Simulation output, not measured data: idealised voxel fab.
process module | voxel local oxidation
cross-section cut | 230 nm wide | cells 5 nm
A cross-section is a grid of square cells, given in bands from the top down. A band is one or more rows of cells.
Each band's line starts with the height of the band's top and of its bottom, in nm. Then come its materials from left to right, each with its width in nm. One material with "throughout" fills the band from edge to edge. "air" is empty space.
Height 0 is the level under which the wafer as received is all one material. The lowest band goes on downwards, as in "0 down".
A width such as "30 to 40" changes by the same amount from each row of cells to the next, from the band's top row to its bottom row.
"no change" after a step means that no cell of the cross-section changed.
closed voids: empty space of 8 cells or more with no open way to the top, each as width x height at its distance from the left edge, in nm
after a step's settings: what the simulator itself notes on the step
overlay nm, on a step with a mask: how far to the right of its planned place the mask lay; to the left if negative
plan
1 op RECEIVE | material Si
2 op CONFORMAL_DEP | material SiO2 | thk nm 5
3 op CONFORMAL_DEP | material SiN | thk nm 15
4 op PATTERN | tone cover | mask id ACTIVE | material resist | width nm 90 | thk nm 15 | overlay nm 0
5 op DIRECTIONAL_ETCH | etch materials SiN | depth nm 15
6 op STRIP | etch materials resist
7 op SELECTIVE_ETCH | etch materials SiO2 | depth nm 5
8 op OXIDIZE | depth nm 10
9 op STRIP | etch materials SiN
as received, after step 1
  0 down: Si throughout
  closed voids: none
first wafer at the end, as planned
  5 to 0: air 75 | SiO2 80 | air 75
  0 to -10: SiO2 85 | Si 60 | SiO2 85
  -10 down: Si throughout
  closed voids: none
second wafer at the end: like start, like plan, one mistake
  5 to 0: air 75 | SiO2 80 | air 75
  0 to -15: SiO2 90 | Si 50 | SiO2 90
  -15 down: Si throughout
  closed voids: none
what went wrong: step 8 ran as: op OXIDIZE | depth nm 15
at the end the second wafer has, in cells: 40 fewer of Si | 40 more of SiO2
